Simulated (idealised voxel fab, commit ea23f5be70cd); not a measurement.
This is a process module. Its name is voxel self aligned vias.
The width of the displayed cross-section, cut, is 265 nm; its cells are square, with a size of 5 nm.
Bands, listed from the top down, are how a cross-section gets written in this document; the cross-section itself is a grid of square cells, and a band is one or more rows of them. In this notation a band is specified by the heights of its top and bottom, in that order and in nm, after which its materials appear from left to right, each paired with its width in nm. The word "full width" attached to a single material means that material fills the band from edge to edge; the word "empty" stands for empty space. All heights in this document are referenced to 0, defined as the level beneath which the wafer, as received, consists entirely of one material. The lowest band is not bounded below; it extends indefinitely downward and is written in the form "0 down". A width such as "30..40" changes by the same amount from each row of cells to the next, from the band's top row to its bottom row. Basically "same as before" means that step didn't change any cell in the cross-section. The label "Fully enclosed voids" introduces a list of the empty spaces, 8 cells or larger, that have no open way up to the top; each entry in it reads width x height at distance, where the distance is taken from the left edge and all three are stated in nm. Anything after a step's settings on that line? It's the simulator's own note about the step. "overlay nm" denotes, for a step that has a mask, the displacement of the mask to the right of its planned place, with negative values corresponding to the left.

PROCESS STEPS FORESEEN IN THE PLAN
step 1: RECEIVE, material Si
step 2: CONFORMAL_DEP, material SiO2, thk nm 10
step 3: CONFORMAL_DEP, material SiCN, thk nm 5
step 4: DIRECTIONAL_DEP, material SiO2, thk nm 20
step 5: MASKED_ETCH, tone open, mask id LINES, width nm 20, pitch nm 60, etch materials SiO2, depth nm 20, overlay nm 0
step 6: CONFORMAL_DEP, material TiN, thk nm 5
step 7: FILL_DEP, material Ru, thk nm 10
step 8: CMP, height nm 35
step 9: SELECTIVE_ETCH, etch materials W Ru TiN, depth nm 10
step 10: FILL_DEP, material SiN, thk nm 5
step 11: CMP, height nm 35
step 12: DIRECTIONAL_DEP, material SiO2, thk nm 20
step 13: PATTERN, tone open, mask id VIAS, material resist, width nm 30, pitch nm 60, thk nm 20, overlay nm 0
step 14: DIRECTIONAL_ETCH, etch materials SiO2, depth nm 20
step 15: DIRECTIONAL_ETCH, etch materials SiN, depth nm 10
step 16: STRIP, etch materials resist
step 17: CONFORMAL_DEP, material TiN, thk nm 5
step 18: FILL_DEP, material Ru, thk nm 10
step 19: CMP, height nm 55
step 20: CONFORMAL_DEP, material SiCN, thk nm 5

STEP 1 COMPLETE: CROSS-SECTION OF THE WAFER AS RECEIVED
- 0 down: Si full width
- Fully enclosed voids: none

LOOKING AT THE FIRST OF TWO WAFERS IN CROSS-SECTION AT END OF MODULE - RAN TO PLAN
- 60 to 55: SiCN full width
- 55 to 40: SiO2 (85), TiN (5), Ru (20), TiN (5), SiO2 (30), TiN (5), Ru (20), TiN (5), SiO2 (90)
- 40 to 30: SiO2 (85..90), TiN (10..5), Ru (10), TiN (10..5), SiO2 (30..40), TiN (10..5), Ru (10), TiN (10..5), SiO2 (90..95)
- 30 to 25: SiO2 (90), TiN (20), SiO2 (40), TiN (20), SiO2 (95)
- 25 to 20: SiO2 (90), TiN (5), Ru (10), TiN (5), SiO2 (40), TiN (5), Ru (10), TiN (5), SiO2 (95)
- 20 to 15: SiO2 (90), TiN (20), SiO2 (40), TiN (20), SiO2 (95)
- 15 to 10: SiCN full width
- 10 to 0: SiO2 full width
- 0 down: Si full width
- Fully enclosed voids: none

CROSS-SECTION, WAFER TWO OF TWO, END OF MODULE: SAME START AND PLAN AS WAFER ONE, ONE ERROR IN EXECUTION
- 60 to 55: SiCN full width
- 55 to 35: SiO2 (85), TiN (5), Ru (20), TiN (5), SiO2 (30), TiN (5), Ru (20), TiN (5), SiO2 (90)
- 35 to 30: SiN (85), TiN (10), Ru (10), TiN (10), SiN (30), TiN (10), Ru (10), TiN (10), SiN (90)
- 30 to 25: SiO2 (90), TiN (20), SiO2 (40), TiN (20), SiO2 (95)
- 25 to 15: SiO2 (90), TiN (5), Ru (10), TiN (5), SiO2 (40), TiN (5), Ru (10), TiN (5), SiO2 (95)
- 15 to 10: SiO2 (90), TiN (20), SiO2 (40), TiN (20), SiO2 (95)
- 10 to 0: SiO2 full width
- 0 down: Si full width
- Fully enclosed voids: none
Which mistake was made when the wafer was run? step 3 of the plan was bypassed and not carried out
Cell-count delta at end, second wafer over first, by material: +8 Ru | -53 SiCN | +41 SiN | +4 TiN
